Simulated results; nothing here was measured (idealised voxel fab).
This is a process module. Its name is voxel local oxidation.
In the cross-section labelled cut, the width is 185 nm and each square cell is 5 nm.
For the purposes of this document, a cross-section shall be understood as a grid of square cells, specified as bands listed in top-to-bottom order, each band consisting of one or more rows of cells. Each band's line starts with the height of the band's top and of its bottom, in nm. Then come its materials from left to right, each with its width in nm. One material with "throughout" fills the band from edge to edge. "empty" is empty space. Ref level 0: as-received wafer is one material below here. Bottom band extends down with no lower bound ("0..down"). Graded width ("30->40"): value in top row of band = first number; value in bottom row = second number; row-to-row change constant. It should be understood that the words "left unchanged", when stated for a given step, signify that the cross-section underwent no change in any of its cells during that step. This entry, "Closed void roster", enumerates those empty regions of no fewer than 8 cells that possess no open connection to the top. Each region is reported in the form width x height at distance, the distance being taken from the left edge, with all three quantities expressed in nm. Post-settings text on a step line: simulator's own remark regarding the step. "overlay nm" denotes, for a step that has a mask, the displacement of the mask to the right of its planned place, with negative values corresponding to the left.

Set out below are the planned steps of the process
1) RECEIVE [material Si]
2) OXIDIZE [depth nm 5]
3) CONFORMAL_DEP [material SiN] [thk nm 15]
4) DIRECTIONAL_DEP [material aC] [thk nm 15]
5) PATTERN [tone cover] [mask id ACTIVE] [material resist] [width nm 90] [thk nm 35] [overlay nm 0]
6) DIRECTIONAL_ETCH [etch materials aC] [depth nm 15]
7) STRIP [etch materials resist]
8) DIRECTIONAL_ETCH [etch materials SiN] [depth nm 15]
9) STRIP [etch materials aC]
10) SELECTIVE_ETCH [etch materials SiO2] [depth nm 5]
11) OXIDIZE [depth nm 15]
12) STRIP [etch materials SiN]

The following pertains to the first of two wafers, which was processed as planned

Received-state cross-section, reflecting completion of step 1
0..down = Si throughout
Closed void roster: none

The wafer in cross-section once step 2 is complete
0..-5 = SiO2 throughout
Nothing below the height -5 has changed.

The wafer in cross-section once step 3 is complete
15..0 = SiN throughout
Nothing below the height 0 has changed.

The wafer in cross-section once step 4 is complete
30..15 = aC throughout
Nothing below the height 15 has changed.

The wafer in cross-section once step 5 is complete
65..30 = empty 45 nm, resist 90 nm, empty 50 nm
Nothing below the height 30 has changed.

The wafer in cross-section once step 6 is complete
50..30 = empty 45 nm, resist 90 nm, empty 50 nm
30..15 = empty 45 nm, aC 90 nm, empty 50 nm
Nothing below the height 15 has changed.

The wafer in cross-section once step 7 is complete
30..15 = empty 45 nm, aC 90 nm, empty 50 nm
Nothing below the height 15 has changed.

The wafer in cross-section once step 8 is complete
30..15 = empty 45 nm, aC 90 nm, empty 50 nm
15..0 = empty 45 nm, SiN 90 nm, empty 50 nm
Nothing below the height 0 has changed.

The wafer in cross-section once step 9 is complete
15..0 = empty 45 nm, SiN 90 nm, empty 50 nm
Nothing below the height 0 has changed.

The wafer in cross-section once step 10 is complete
15..0 = empty 45 nm, SiN 90 nm, empty 50 nm
0..-5 = empty 50 nm, SiO2 80 nm, empty 55 nm
Nothing below the height -5 has changed.

The wafer in cross-section once step 11 is complete
15..0 = empty 45 nm, SiN 90 nm, empty 50 nm
0..-5 = empty 50 nm, SiO2 80 nm, empty 55 nm
-5..-20 = SiO2 65 nm, Si 50 nm, SiO2 70 nm
Nothing below the height -20 has changed.

The wafer in cross-section once step 12 is complete
0..-5 = empty 50 nm, SiO2 80 nm, empty 55 nm
Nothing below the height -5 has changed.

Second Wafer (Identical Start and Plan, One Processing Error; Matches First Wafer Through Step 4)

Cross-section of the second wafer at the time step 5 of the plan should have ended
65..30 = empty 45 nm, resist 95 nm, empty 45 nm
Nothing below the height 30 has changed.

Cross-section of the second wafer at the time step 6 of the plan should have ended
50..30 = empty 45 nm, resist 95 nm, empty 45 nm
30..15 = empty 45 nm, aC 95 nm, empty 45 nm
Nothing below the height 15 has changed.

Cross-section of the second wafer at the time step 7 of the plan should have ended
30..15 = empty 45 nm, aC 95 nm, empty 45 nm
Nothing below the height 15 has changed.

Cross-section of the second wafer at the time step 8 of the plan should have ended
30..15 = empty 45 nm, aC 95 nm, empty 45 nm
15..0 = empty 45 nm, SiN 95 nm, empty 45 nm
Nothing below the height 0 has changed.

Cross-section of the second wafer at the time step 9 of the plan should have ended
15..0 = empty 45 nm, SiN 95 nm, empty 45 nm
Nothing below the height 0 has changed.

Cross-section of the second wafer at the time step 10 of the plan should have ended
15..0 = empty 45 nm, SiN 95 nm, empty 45 nm
0..-5 = empty 50 nm, SiO2 85 nm, empty 50 nm
Nothing below the height -5 has changed.

Cross-section of the second wafer at the time step 11 of the plan should have ended
15..0 = empty 45 nm, SiN 95 nm, empty 45 nm
0..-5 = empty 50 nm, SiO2 85 nm, empty 50 nm
-5..-20 = SiO2 65 nm, Si 55 nm, SiO2 65 nm
Nothing below the height -20 has changed.

Cross-section of the second wafer at the time step 12 of the plan should have ended
0..-5 = empty 50 nm, SiO2 85 nm, empty 50 nm
Nothing below the height -5 has changed.
Finding, execution versus plan: step 5 went in with a setting other than planned; the actual run was PATTERN [tone cover] [mask id ACTIVE] [material resist] [width nm 95] [thk nm 35] [overlay nm 0]
Cell-count delta at end, second wafer over first, by material: +3 Si, -2 SiO2
